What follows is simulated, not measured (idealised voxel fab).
process module | voxel ribs on slabs
cross-section cut | 295 nm wide | cells 5 nm
A cross-section is a grid of square cells, given in bands from the top down. A band is one or more rows of cells.
Each band's line starts with the height of the band's top and of its bottom, in nm. Then come its materials from left to right, each with its width in nm. One material with "throughout" fills the band from edge to edge. "air" is empty space.
Height 0 is the level under which the wafer as received is all one material. The lowest band goes on downwards, as in "0 down".
A width such as "30 to 40" changes by the same amount from each row of cells to the next, from the band's top row to its bottom row.
"no change" after a step means that no cell of the cross-section changed.
closed voids: empty space of 8 cells or more with no open way to the top, each as width x height at its distance from the left edge, in nm
after a step's settings: what the simulator itself notes on the step
overlay nm, on a step with a mask: how far to the right of its planned place the mask lay; to the left if negative
plan
1 op RECEIVE | material Si
2 op DIRECTIONAL_DEP | material SiO2 | thk nm 25
3 op DIRECTIONAL_DEP | material polySi | thk nm 15
4 op PATTERN | tone cover | mask id RIB | material resist | width nm 30 | thk nm 15 | overlay nm 0
5 op DIRECTIONAL_ETCH | etch materials polySi | depth nm 5
6 op STRIP | etch materials resist
7 op MASKED_ETCH | tone cover | mask id SLAB | width nm 60 | etch materials polySi | depth nm 10 | overlay nm 0
8 op FILL_DEP | material SiO2 | thk nm 20
9 op CMP | height nm 55
10 op DIRECTIONAL_DEP | material TiN | thk nm 5
11 op MASKED_ETCH | tone cover | mask id HEATER | width nm 40 | etch materials TiN | depth nm 5 | overlay nm 0
12 op CONFORMAL_DEP | material SiN | thk nm 5
as received, after step 1
  0 down: Si throughout
  closed voids: none
first wafer at the end, as planned
  65 to 60: air 120 | SiN 50 | air 125
  60 to 55: SiN 125 | TiN 40 | SiN 130
  55 to 40: SiO2 throughout
  40 to 35: SiO2 130 | polySi 30 | SiO2 135
  35 to 25: SiO2 115 | polySi 60 | SiO2 120
  25 to 0: SiO2 throughout
  0 down: Si throughout
  closed voids: none
second wafer at the end: like start, like plan, one mistake
  65 to 60: air 120 | SiN 50 | air 125
  60 to 55: SiN 125 | TiN 40 | SiN 130
  55 to 40: SiO2 throughout
  40 to 35: SiO2 130 | polySi 30 | SiO2 135
  35 to 25: SiO2 120 | polySi 55 | SiO2 120
  25 to 0: SiO2 throughout
  0 down: Si throughout
  closed voids: none
what went wrong: step 7 ran as: op MASKED_ETCH | tone cover | mask id SLAB | width nm 55 | etch materials polySi | depth nm 10 | overlay nm 0
at the end the second wafer has, in cells: 2 more of SiO2 | 2 fewer of polySi
